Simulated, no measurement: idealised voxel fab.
The process module presented herein is designated voxel spacer lines.
Displayed cross-section: cut, width of 280 nm, square cells sized 5 nm.
Cross-section = grid of square cells, listed top down in bands; band = one or more rows. This entry defines a band. It first specifies the height of the band's top and the height of its bottom in nm, and then specifies the band's materials from left to right, stating each material with its width in nm. The word "edge to edge" identifies a single material that fills the band from edge to edge, while the word "air" identifies empty space. Heads up on the height convention: 0 is the point under which the incoming wafer is all one material, and the lowest band has no bottom, it just keeps going down, like "from 0 down". The expression "30..40" gives the width at the extremes of the band, the first number at its top row of cells and the second at its bottom row, with the width changing by equal amounts from each row to the next in between. Step marked "remains unaltered"? Then no cell in the cross-section changed in it. Under "Tabulated closed voids" you'll find the enclosed gaps, the ones with no way out to the top, that are 8 cells or bigger; each reads width x height at distance, with distance counted from the left edge, everything in nm. Whatever follows a step's settings on its line is a remark the simulator itself makes about that step. overlay nm: where the mask lay relative to plan, measured to the right, on steps with a mask; negatives go left.

-- Set out below are the planned steps of the process
1,RECEIVE,material Si
2,CONFORMAL_DEP,material Al2O3,thk nm 5
3,DIRECTIONAL_DEP,material SiN,thk nm 15
4,DIRECTIONAL_DEP,material polySi,thk nm 25
5,PATTERN,tone cover,mask id MANDREL,material resist,width nm 25,pitch nm 70,thk nm 30,overlay nm 0
6,DIRECTIONAL_ETCH,etch materials polySi,depth nm 25
7,STRIP,etch materials resist
8,CONFORMAL_DEP,material SiO2,thk nm 10
9,DIRECTIONAL_ETCH,etch materials SiO2,depth nm 10
10,STRIP,etch materials polySi
11,DIRECTIONAL_ETCH,etch materials SiN,depth nm 15
12,STRIP,etch materials SiO2

-- First of the two wafers, run per plan

-- Shown in cross-section is the wafer as received, that is, as it stands after step 1
- from 0 down | Si edge to edge
- Tabulated closed voids: none

-- State of the wafer after step 2, shown in cross-section
- from 5 to 0 | Al2O3 edge to edge
- For the remainder of the cross-section, below 0, there is no change.

-- State of the wafer after step 3, shown in cross-section
- from 20 to 5 | SiN edge to edge
- For the remainder of the cross-section, below 5, there is no change.

-- State of the wafer after step 4, shown in cross-section
- from 45 to 20 | polySi edge to edge
- For the remainder of the cross-section, below 20, there is no change.

-- State of the wafer after step 5, shown in cross-section
- from 75 to 45 | 55 air, 25 resist, 45 air, 25 resist, 45 air, 25 resist, 60 air
- For the remainder of the cross-section, below 45, there is no change.

-- State of the wafer after step 6, shown in cross-section
- from 75 to 45 | 55 air, 25 resist, 45 air, 25 resist, 45 air, 25 resist, 60 air
- from 45 to 20 | 55 air, 25 polySi, 45 air, 25 polySi, 45 air, 25 polySi, 60 air
- For the remainder of the cross-section, below 20, there is no change.

-- State of the wafer after step 7, shown in cross-section
- from 45 to 20 | 55 air, 25 polySi, 45 air, 25 polySi, 45 air, 25 polySi, 60 air
- For the remainder of the cross-section, below 20, there is no change.

-- State of the wafer after step 8, shown in cross-section
- from 55 to 45 | 45 air, 45 SiO2, 25 air, 45 SiO2, 25 air, 45 SiO2, 50 air
- from 45 to 30 | 45 air, 10 SiO2, 25 polySi, 10 SiO2, 25 air, 10 SiO2, 25 polySi, 10 SiO2, 25 air, 10 SiO2, 25 polySi, 10 SiO2, 50 air
- from 30 to 20 | 55 SiO2, 25 polySi, 45 SiO2, 25 polySi, 45 SiO2, 25 polySi, 60 SiO2
- For the remainder of the cross-section, below 20, there is no change.

-- State of the wafer after step 9, shown in cross-section
- from 45 to 20 | 45 air, 10 SiO2, 25 polySi, 10 SiO2, 25 air, 10 SiO2, 25 polySi, 10 SiO2, 25 air, 10 SiO2, 25 polySi, 10 SiO2, 50 air
- For the remainder of the cross-section, below 20, there is no change.

-- State of the wafer after step 10, shown in cross-section
- from 45 to 20 | 45 air, 10 SiO2, 25 air, 10 SiO2, 25 air, 10 SiO2, 25 air, 10 SiO2, 25 air, 10 SiO2, 25 air, 10 SiO2, 50 air
- For the remainder of the cross-section, below 20, there is no change.

-- State of the wafer after step 11, shown in cross-section
- from 45 to 20 | 45 air, 10 SiO2, 25 air, 10 SiO2, 25 air, 10 SiO2, 25 air, 10 SiO2, 25 air, 10 SiO2, 25 air, 10 SiO2, 50 air
- from 20 to 5 | 45 air, 10 SiN, 25 air, 10 SiN, 25 air, 10 SiN, 25 air, 10 SiN, 25 air, 10 SiN, 25 air, 10 SiN, 50 air
- For the remainder of the cross-section, below 5, there is no change.

-- State of the wafer after step 12, shown in cross-section
- from 20 to 5 | 45 air, 10 SiN, 25 air, 10 SiN, 25 air, 10 SiN, 25 air, 10 SiN, 25 air, 10 SiN, 25 air, 10 SiN, 50 air
- For the remainder of the cross-section, below 5, there is no change.

-- Second wafer, same starting conditions and recipe as the first, one mistake in executing it, nothing differs from the first up to and including step 2

-- X-section, second wafer, when step 3 was due to finish
- from 30 to 5 | polySi edge to edge
- For the remainder of the cross-section, below 5, there is no change.

-- X-section, second wafer, when step 4 was due to finish
- from 45 to 30 | SiN edge to edge
- For the remainder of the cross-section, below 30, there is no change.

-- X-section, second wafer, when step 5 was due to finish
- from 75 to 45 | 55 air, 25 resist, 45 air, 25 resist, 45 air, 25 resist, 60 air
- For the remainder of the cross-section, below 45, there is no change.

X-section, second wafer, when step 6 was due to finish: remains unaltered

-- X-section, second wafer, when step 7 was due to finish
- from 45 to 30 | SiN edge to edge
- For the remainder of the cross-section, below 30, there is no change.

-- X-section, second wafer, when step 8 was due to finish
- from 55 to 45 | SiO2 edge to edge
- For the remainder of the cross-section, below 45, there is no change.

-- X-section, second wafer, when step 9 was due to finish
- from 45 to 30 | SiN edge to edge
- For the remainder of the cross-section, below 30, there is no change.

X-section, second wafer, when step 10 was due to finish: remains unaltered

-- X-section, second wafer, when step 11 was due to finish
- from 30 to 5 | polySi edge to edge
- For the remainder of the cross-section, below 5, there is no change.

X-section, second wafer, when step 12 was due to finish: remains unaltered
Here's what went sideways: it was found that steps 3 and 4 of the process plan had been performed in exchanged positions
Counted in cells at the end, the second wafer holds more or fewer of these materials than the first: -36 SiN, +280 polySi
